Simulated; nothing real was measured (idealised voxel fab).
process module | voxel spacer lines
cross-section cut | 285 nm wide | cells 5 nm
A cross-section is a grid of square cells, given in bands from the top down. A band is one or more rows of cells.
Each band's line starts with the height of the band's top and of its bottom, in nm. Then come its materials from left to right, each with its width in nm. One material with "throughout" fills the band from edge to edge. "air" is empty space.
Height 0 is the level under which the wafer as received is all one material. The lowest band goes on downwards, as in "0 down".
A width such as "30 to 40" changes by the same amount from each row of cells to the next, from the band's top row to its bottom row.
"no change" after a step means that no cell of the cross-section changed.
closed voids: empty space of 8 cells or more with no open way to the top, each as width x height at its distance from the left edge, in nm
after a step's settings: what the simulator itself notes on the step
overlay nm, on a step with a mask: how far to the right of its planned place the mask lay; to the left if negative
plan
1 op RECEIVE | material Si
2 op CONFORMAL_DEP | material Al2O3 | thk nm 10
3 op DIRECTIONAL_DEP | material W | thk nm 10
4 op DIRECTIONAL_DEP | material aC | thk nm 30
5 op PATTERN | tone cover | mask id MANDREL | material resist | width nm 25 | pitch nm 80 | thk nm 35 | overlay nm 0
6 op DIRECTIONAL_ETCH | etch materials aC | depth nm 30
7 op STRIP | etch materials resist
8 op CONFORMAL_DEP | material SiO2 | thk nm 15
9 op DIRECTIONAL_ETCH | etch materials SiO2 | depth nm 15
10 op STRIP | etch materials aC
11 op DIRECTIONAL_ETCH | etch materials W | depth nm 10
12 op STRIP | etch materials SiO2
as received, after step 1
  0 down: Si throughout
  closed voids: none
first wafer at the end, as planned
  20 to 10: air 75 | W 15 | air 25 | W 15 | air 25 | W 15 | air 25 | W 15 | air 75
  10 to 0: Al2O3 throughout
  0 down: Si throughout
  closed voids: none
second wafer at the end: like start, like plan, one mistake
  20 to 10: air 70 | W 15 | air 35 | W 15 | air 15 | W 15 | air 35 | W 15 | air 70
  10 to 0: Al2O3 throughout
  0 down: Si throughout
  closed voids: none
what went wrong: step 5 ran as: op PATTERN | tone cover | mask id MANDREL | material resist | width nm 35 | pitch nm 80 | thk nm 35 | overlay nm 0
at the end the second wafer has, in cells: as many of each material as the first, in other places
